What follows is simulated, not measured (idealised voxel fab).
Proc. module: voxel trench capacitor
Section cut is 240 nm wide and gridded with 5 nm square cells.
Bands, listed from the top down, are how a cross-section gets written in this document; the cross-section itself is a grid of square cells, and a band is one or more rows of them. Heights first: top, then bottom, in nm. Then materials, left to right, each with a width in nm. "throughout" on a single material: fills the band edge to edge. "air": empty space. Counting heights begins at 0, where everything beneath is, in the wafer as received, one material. The lowest band has no bottom; it goes on downwards, as "from 0 down" shows. Top row gets the first number, bottom row gets the second, and each row in between changes by the same step: that is how a band width like "30..40" works. A step reported as "no alterations made" is a step in which no cell of the cross-section changed. What "Trapped voids" gives you is every empty space of 8 cells or more that is cut off from the top. Each appears as width x height at distance, with the distance taken from the left edge and width, height and distance all in nm. That trailing text on a step's line, after the settings, is the simulator's own remark on the step. Steps that use a mask can have "overlay nm" on their line. It says how far the mask sat to the right of where it was meant to be. Negative means to the left.

-- So here's the lineup of process steps we planned
- 1: RECEIVE with material Si
- 2: CONFORMAL_DEP with material SiN, thk nm 5
- 3: DIRECTIONAL_DEP with material aC, thk nm 15
- 4: PATTERN with tone open, mask id TRENCH, material resist, width nm 25, pitch nm 50, thk nm 30, overlay nm 0
- 5: DIRECTIONAL_ETCH with etch materials aC, depth nm 15
- 6: STRIP with etch materials resist
- 7: DIRECTIONAL_ETCH with etch materials SiN, depth nm 5
- 8: DIRECTIONAL_ETCH with etch materials Si, depth nm 25
- 9: STRIP with etch materials aC
- 10: CONFORMAL_DEP with material SiO2, thk nm 5
- 11: FILL_DEP with material polySi, thk nm 10
- 12: CMP with height nm 5

-- The following pertains to the first of two wafers, which was processed as planned

-- Wafer cross-section on receipt, i.e. after step 1
* from 0 down = Si throughout
* Trapped voids: none

-- So this is the wafer cross-section right after step 2
* from 5 to 0 = SiN throughout
* Under 0: no change, same as before.

-- So this is the wafer cross-section right after step 3
* from 20 to 5 = aC throughout
* Under 5: no change, same as before.

-- So this is the wafer cross-section right after step 4
* from 50 to 20 = resist=55, then air=25, then resist=25, then air=25, then resist=25, then air=25, then resist=60
* Under 20: no change, same as before.

-- So this is the wafer cross-section right after step 5
* from 35 to 20 = resist=55, then air=25, then resist=25, then air=25, then resist=25, then air=25, then resist=60
* from 20 to 5 = aC=55, then air=25, then aC=25, then air=25, then aC=25, then air=25, then aC=60
* Under 5: no change, same as before.

-- So this is the wafer cross-section right after step 6
* from 20 to 5 = aC=55, then air=25, then aC=25, then air=25, then aC=25, then air=25, then aC=60
* Under 5: no change, same as before.

-- So this is the wafer cross-section right after step 7
* from 20 to 5 = aC=55, then air=25, then aC=25, then air=25, then aC=25, then air=25, then aC=60
* from 5 to 0 = SiN=55, then air=25, then SiN=25, then air=25, then SiN=25, then air=25, then SiN=60
* Under 0: no change, same as before.

-- So this is the wafer cross-section right after step 8
* from 20 to 5 = aC=55, then air=25, then aC=25, then air=25, then aC=25, then air=25, then aC=60
* from 5 to 0 = SiN=55, then air=25, then SiN=25, then air=25, then SiN=25, then air=25, then SiN=60
* from 0 to -25 = Si=55, then air=25, then Si=25, then air=25, then Si=25, then air=25, then Si=60
* Under -25: no change, same as before.

-- So this is the wafer cross-section right after step 9
* from 5 to 0 = SiN=55, then air=25, then SiN=25, then air=25, then SiN=25, then air=25, then SiN=60
* Under 0: no change, same as before.

-- So this is the wafer cross-section right after step 10
* from 10 to 5 = SiO2=60, then air=15, then SiO2=35, then air=15, then SiO2=35, then air=15, then SiO2=65
* from 5 to 0 = SiN=55, then SiO2=5, then air=15, then SiO2=5, then SiN=25, then SiO2=5, then air=15, then SiO2=5, then SiN=25, then SiO2=5, then air=15, then SiO2=5, then SiN=60
* from 0 to -20 = Si=55, then SiO2=5, then air=15, then SiO2=5, then Si=25, then SiO2=5, then air=15, then SiO2=5, then Si=25, then SiO2=5, then air=15, then SiO2=5, then Si=60
* from -20 to -25 = Si=55, then SiO2=25, then Si=25, then SiO2=25, then Si=25, then SiO2=25, then Si=60
* Under -25: no change, same as before.

-- So this is the wafer cross-section right after step 11
* from 20 to 10 = polySi throughout
* from 10 to 5 = SiO2=60, then polySi=15, then SiO2=35, then polySi=15, then SiO2=35, then polySi=15, then SiO2=65
* from 5 to 0 = SiN=55, then SiO2=5, then polySi=15, then SiO2=5, then SiN=25, then SiO2=5, then polySi=15, then SiO2=5, then SiN=25, then SiO2=5, then polySi=15, then SiO2=5, then SiN=60
* from 0 to -20 = Si=55, then SiO2=5, then polySi=15, then SiO2=5, then Si=25, then SiO2=5, then polySi=15, then SiO2=5, then Si=25, then SiO2=5, then polySi=15, then SiO2=5, then Si=60
* Under -20: no change, same as before.

-- So this is the wafer cross-section right after step 12
* from 5 to 0 = SiN=55, then SiO2=5, then polySi=15, then SiO2=5, then SiN=25, then SiO2=5, then polySi=15, then SiO2=5, then SiN=25, then SiO2=5, then polySi=15, then SiO2=5, then SiN=60
* Under 0: no change, same as before.

-- The remaining wafer, second of the two, started like the first and was run to the same plan, except that one mistake was made along the way; the two coincide through step 8, inclusive

-- What the second wafer looks like in cross-section when step 9 should have wrapped up
* from 25 to 20 = SiO2=60, then air=15, then SiO2=35, then air=15, then SiO2=35, then air=15, then SiO2=65
* from 20 to 5 = aC=55, then SiO2=5, then air=15, then SiO2=5, then aC=25, then SiO2=5, then air=15, then SiO2=5, then aC=25, then SiO2=5, then air=15, then SiO2=5, then aC=60
* from 5 to 0 = SiN=55, then SiO2=5, then air=15, then SiO2=5, then SiN=25, then SiO2=5, then air=15, then SiO2=5, then SiN=25, then SiO2=5, then air=15, then SiO2=5, then SiN=60
* from 0 to -20 = Si=55, then SiO2=5, then air=15, then SiO2=5, then Si=25, then SiO2=5, then air=15, then SiO2=5, then Si=25, then SiO2=5, then air=15, then SiO2=5, then Si=60
* from -20 to -25 = Si=55, then SiO2=25, then Si=25, then SiO2=25, then Si=25, then SiO2=25, then Si=60
* Under -25: no change, same as before.

What the second wafer looks like in cross-section when step 10 should have wrapped up: no alterations made

-- What the second wafer looks like in cross-section when step 11 should have wrapped up
* from 35 to 25 = polySi throughout
* from 25 to 20 = SiO2=60, then polySi=15, then SiO2=35, then polySi=15, then SiO2=35, then polySi=15, then SiO2=65
* from 20 to 5 = aC=55, then SiO2=5, then polySi=15, then SiO2=5, then aC=25, then SiO2=5, then polySi=15, then SiO2=5, then aC=25, then SiO2=5, then polySi=15, then SiO2=5, then aC=60
* from 5 to 0 = SiN=55, then SiO2=5, then polySi=15, then SiO2=5, then SiN=25, then SiO2=5, then polySi=15, then SiO2=5, then SiN=25, then SiO2=5, then polySi=15, then SiO2=5, then SiN=60
* from 0 to -20 = Si=55, then SiO2=5, then polySi=15, then SiO2=5, then Si=25, then SiO2=5, then polySi=15, then SiO2=5, then Si=25, then SiO2=5, then polySi=15, then SiO2=5, then Si=60
* Under -20: no change, same as before.

-- What the second wafer looks like in cross-section when step 12 should have wrapped up
* from 5 to 0 = SiN=55, then SiO2=5, then polySi=15, then SiO2=5, then SiN=25, then SiO2=5, then polySi=15, then SiO2=5, then SiN=25, then SiO2=5, then polySi=15, then SiO2=5, then SiN=60
* Under 0: no change, same as before.
Against the plan, the run slipped here: steps 9 and 10 swapped
The two wafers finish with the same cross-section, and therefore the mistake leaves the computed outcome of this model unchanged.
